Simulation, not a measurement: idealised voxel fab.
process module | voxel double patterning
240 nm wide, 5 nm square cells: that's cross-section cut.
Throughout this document, each cross-section is represented as a grid of square cells and is presented as a sequence of bands enumerated from the top downward, where a band comprises one or more rows of cells.
Band entry format. Leading values: height of top, height of bottom, nm. Remainder: materials in left-to-right order, each with its width in nm. Special words: "everywhere" on a single material, which then fills the band edge to edge; "empty", empty space.
Height is counted from the level 0, under which the received wafer is composed throughout of one material. The lowest of the bands is not closed at the bottom but continues downward, in the notation "top 0, no bottom".
Note: "30->40" means the width goes from the first number (top row of the band) to the second number (bottom row) in equal steps per row of cells.
For the purposes of this document, the phrase "no modifications" attached to a step denotes that no cell within the cross-section was modified by that step.
Voids not open to the top, 8 cells minimum: see "Fully sealed cavities". Written width x height at distance; distance is from the left edge; nm.
Heads up: the bit after the settings on a step's line is the simulator's remark on that step.
"overlay nm" denotes, for a step that has a mask, the displacement of the mask to the right of its planned place, with negative values corresponding to the left.
PLAN
- 1: RECEIVE, material Si
- 2: CONFORMAL_DEP, material SiO2, thk nm 5
- 3: DIRECTIONAL_DEP, material TiN, thk nm 20
- 4: DIRECTIONAL_DEP, material SiN, thk nm 10
- 5: PATTERN, tone open, mask id FIRST, material resist, width nm 15, pitch nm 50, thk nm 15, overlay nm 0
- 6: DIRECTIONAL_ETCH, etch materials SiN, depth nm 10
- 7: STRIP, etch materials resist
- 8: PATTERN, tone open, mask id SECOND, material resist, width nm 15, thk nm 15, overlay nm 0
- 9: DIRECTIONAL_ETCH, etch materials SiN, depth nm 10
- 10: STRIP, etch materials resist
- 11: DIRECTIONAL_ETCH, etch materials TiN, depth nm 20
- 12: STRIP, etch materials SiN
FIRST OF TWO WAFERS, PROCESSED ACCORDING TO PLAN
CROSS-SECTION, INCOMING MATERIAL, AFTER STEP 1
- top 0, no bottom  Si everywhere
- Fully sealed cavities: none
THE WAFER, SEEN IN CROSS-SECTION, AFTER STEP 2
- top 5, bottom 0  SiO2 everywhere
- Everything under 0 stays put, no change at all.
THE WAFER, SEEN IN CROSS-SECTION, AFTER STEP 3
- top 25, bottom 5  TiN everywhere
- Everything under 5 stays put, no change at all.
THE WAFER, SEEN IN CROSS-SECTION, AFTER STEP 4
- top 35, bottom 25  SiN everywhere
- Everything under 25 stays put, no change at all.
THE WAFER, SEEN IN CROSS-SECTION, AFTER STEP 5
- top 50, bottom 35  resist: 85, empty: 15, resist: 35, empty: 15, resist: 90
- Everything under 35 stays put, no change at all.
THE WAFER, SEEN IN CROSS-SECTION, AFTER STEP 6
- top 50, bottom 35  resist: 85, empty: 15, resist: 35, empty: 15, resist: 90
- top 35, bottom 25  SiN: 85, empty: 15, SiN: 35, empty: 15, SiN: 90
- Everything under 25 stays put, no change at all.
THE WAFER, SEEN IN CROSS-SECTION, AFTER STEP 7
- top 35, bottom 25  SiN: 85, empty: 15, SiN: 35, empty: 15, SiN: 90
- Everything under 25 stays put, no change at all.
THE WAFER, SEEN IN CROSS-SECTION, AFTER STEP 8
- top 50, bottom 35  resist: 110, empty: 15, resist: 115
- top 35, bottom 25  SiN: 85, resist: 15, SiN: 35, resist: 15, SiN: 90
- Everything under 25 stays put, no change at all.
THE WAFER, SEEN IN CROSS-SECTION, AFTER STEP 9
- top 50, bottom 35  resist: 110, empty: 15, resist: 115
- top 35, bottom 25  SiN: 85, resist: 15, SiN: 10, empty: 15, SiN: 10, resist: 15, SiN: 90
- Everything under 25 stays put, no change at all.
THE WAFER, SEEN IN CROSS-SECTION, AFTER STEP 10
- top 35, bottom 25  SiN: 85, empty: 15, SiN: 10, empty: 15, SiN: 10, empty: 15, SiN: 90
- Everything under 25 stays put, no change at all.
THE WAFER, SEEN IN CROSS-SECTION, AFTER STEP 11
- top 35, bottom 25  SiN: 85, empty: 15, SiN: 10, empty: 15, SiN: 10, empty: 15, SiN: 90
- top 25, bottom 5  TiN: 85, empty: 15, TiN: 10, empty: 15, TiN: 10, empty: 15, TiN: 90
- Everything under 5 stays put, no change at all.
THE WAFER, SEEN IN CROSS-SECTION, AFTER STEP 12
- top 25, bottom 5  TiN: 85, empty: 15, TiN: 10, empty: 15, TiN: 10, empty: 15, TiN: 90
- Everything under 5 stays put, no change at all.
THE SECOND WAFER: IDENTICAL TO THE FIRST AT THE OUTSET AND IN ITS PLANNED SEQUENCE, DIFFERING ONLY IN THAT ONE MISTAKE WAS MADE DURING PROCESSING; UP TO AND INCLUDING STEP 1, ITS PATH IS THE FIRST WAFER'S PATH
CROSS-SECTION OF THE SECOND WAFER AT THE TIME BY WHICH STEP 2 SHOULD HAVE BEEN COMPLETED ACCORDING TO THE PLAN
- top 20, bottom 0  TiN everywhere
- Everything under 0 stays put, no change at all.
CROSS-SECTION OF THE SECOND WAFER AT THE TIME BY WHICH STEP 3 SHOULD HAVE BEEN COMPLETED ACCORDING TO THE PLAN
- top 25, bottom 20  SiO2 everywhere
- Everything under 20 stays put, no change at all.
CROSS-SECTION OF THE SECOND WAFER AT THE TIME BY WHICH STEP 4 SHOULD HAVE BEEN COMPLETED ACCORDING TO THE PLAN
- top 35, bottom 25  SiN everywhere
- Everything under 25 stays put, no change at all.
CROSS-SECTION OF THE SECOND WAFER AT THE TIME BY WHICH STEP 5 SHOULD HAVE BEEN COMPLETED ACCORDING TO THE PLAN
- top 50, bottom 35  resist: 85, empty: 15, resist: 35, empty: 15, resist: 90
- Everything under 35 stays put, no change at all.
CROSS-SECTION OF THE SECOND WAFER AT THE TIME BY WHICH STEP 6 SHOULD HAVE BEEN COMPLETED ACCORDING TO THE PLAN
- top 50, bottom 35  resist: 85, empty: 15, resist: 35, empty: 15, resist: 90
- top 35, bottom 25  SiN: 85, empty: 15, SiN: 35, empty: 15, SiN: 90
- Everything under 25 stays put, no change at all.
CROSS-SECTION OF THE SECOND WAFER AT THE TIME BY WHICH STEP 7 SHOULD HAVE BEEN COMPLETED ACCORDING TO THE PLAN
- top 35, bottom 25  SiN: 85, empty: 15, SiN: 35, empty: 15, SiN: 90
- Everything under 25 stays put, no change at all.
CROSS-SECTION OF THE SECOND WAFER AT THE TIME BY WHICH STEP 8 SHOULD HAVE BEEN COMPLETED ACCORDING TO THE PLAN
- top 50, bottom 35  resist: 110, empty: 15, resist: 115
- top 35, bottom 25  SiN: 85, resist: 15, SiN: 35, resist: 15, SiN: 90
- Everything under 25 stays put, no change at all.
CROSS-SECTION OF THE SECOND WAFER AT THE TIME BY WHICH STEP 9 SHOULD HAVE BEEN COMPLETED ACCORDING TO THE PLAN
- top 50, bottom 35  resist: 110, empty: 15, resist: 115
- top 35, bottom 25  SiN: 85, resist: 15, SiN: 10, empty: 15, SiN: 10, resist: 15, SiN: 90
- Everything under 25 stays put, no change at all.
CROSS-SECTION OF THE SECOND WAFER AT THE TIME BY WHICH STEP 10 SHOULD HAVE BEEN COMPLETED ACCORDING TO THE PLAN
- top 35, bottom 25  SiN: 85, empty: 15, SiN: 10, empty: 15, SiN: 10, empty: 15, SiN: 90
- Everything under 25 stays put, no change at all.
Cross-section of the second wafer at the time by which step 11 should have been completed according to the plan: no modifications
CROSS-SECTION OF THE SECOND WAFER AT THE TIME BY WHICH STEP 12 SHOULD HAVE BEEN COMPLETED ACCORDING TO THE PLAN
- top 25, bottom 20  SiO2 everywhere
- Everything under 20 stays put, no change at all.
So what did we get wrong on this run? steps 2 and 3 got flipped, so each one ran where the other should have
It is noted that, at the conclusion of processing, the second wafer exhibits a higher or lower cell count for certain materials relative to the first: TiN +36
